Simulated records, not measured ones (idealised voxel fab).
process module | voxel ribs on slabs
cross-section cut | 230 nm wide | cells 5 nm
A cross-section is a grid of square cells, given in bands from the top down. A band is one or more rows of cells.
Each band's line starts with the height of the band's top and of its bottom, in nm. Then come its materials from left to right, each with its width in nm. One material with "throughout" fills the band from edge to edge. "air" is empty space.
Height 0 is the level under which the wafer as received is all one material. The lowest band goes on downwards, as in "0 down".
A width such as "30 to 40" changes by the same amount from each row of cells to the next, from the band's top row to its bottom row.
"no change" after a step means that no cell of the cross-section changed.
closed voids: empty space of 8 cells or more with no open way to the top, each as width x height at its distance from the left edge, in nm
after a step's settings: what the simulator itself notes on the step
overlay nm, on a step with a mask: how far to the right of its planned place the mask lay; to the left if negative
plan
1 op RECEIVE | material Si
2 op DIRECTIONAL_DEP | material SiO2 | thk nm 25
3 op DIRECTIONAL_DEP | material polySi | thk nm 20
4 op PATTERN | tone cover | mask id RIB | material resist | width nm 15 | thk nm 15 | overlay nm 0
5 op DIRECTIONAL_ETCH | etch materials polySi | depth nm 15
6 op STRIP | etch materials resist
7 op DIRECTIONAL_DEP | material aC | thk nm 15
8 op PATTERN | tone cover | mask id SLAB | material resist | width nm 65 | thk nm 35 | overlay nm 0
9 op DIRECTIONAL_ETCH | etch materials aC | depth nm 15
10 op STRIP | etch materials resist
11 op DIRECTIONAL_ETCH | etch materials polySi | depth nm 5
12 op STRIP | etch materials aC
13 op FILL_DEP | material SiO2 | thk nm 20
14 op CMP | height nm 60
15 op DIRECTIONAL_DEP | material TiN | thk nm 10
16 op DIRECTIONAL_DEP | material aC | thk nm 15
17 op PATTERN | tone cover | mask id HEATER | material resist | width nm 15 | thk nm 30 | overlay nm 0
18 op DIRECTIONAL_ETCH | etch materials aC | depth nm 15
19 op STRIP | etch materials resist
20 op DIRECTIONAL_ETCH | etch materials TiN | depth nm 10
21 op STRIP | etch materials aC
22 op CONFORMAL_DEP | material SiO2 | thk nm 10
varied across the wafers: width nm of step 17. The plan shows the first wafer's value. All wafers start alike
first wafer as received, after step 1
  0 down: Si throughout
  closed voids: none
first wafer at the end, after step 22
  80 to 70: air 95 | SiO2 35 | air 100
  70 to 60: SiO2 105 | TiN 15 | SiO2 110
  60 to 45: SiO2 throughout
  45 to 30: SiO2 105 | polySi 15 | SiO2 110
  30 to 25: SiO2 80 | polySi 65 | SiO2 85
  25 to 0: SiO2 throughout
  0 down: Si throughout
  closed voids: none
last wafer at the end
  80 to 70: air 85 | SiO2 60 | air 85
  70 to 60: SiO2 95 | TiN 40 | SiO2 95
  60 to 45: SiO2 throughout
  45 to 30: SiO2 105 | polySi 15 | SiO2 110
  30 to 25: SiO2 80 | polySi 65 | SiO2 85
  25 to 0: SiO2 throughout
  0 down: Si throughout
  closed voids: none
each wafer at the end: cells of each material gained (+) or lost (-) since it was received, then its closed voids
width nm 15 | +630 SiO2 | +6 TiN | +22 polySi | closed voids: none
width nm 20 | +630 SiO2 | +8 TiN | +22 polySi | closed voids: none
width nm 25 | +630 SiO2 | +10 TiN | +22 polySi | closed voids: none
width nm 30 | +630 SiO2 | +12 TiN | +22 polySi | closed voids: none
width nm 35 | +630 SiO2 | +14 TiN | +22 polySi | closed voids: none
width nm 40 | +630 SiO2 | +16 TiN | +22 polySi | closed voids: none
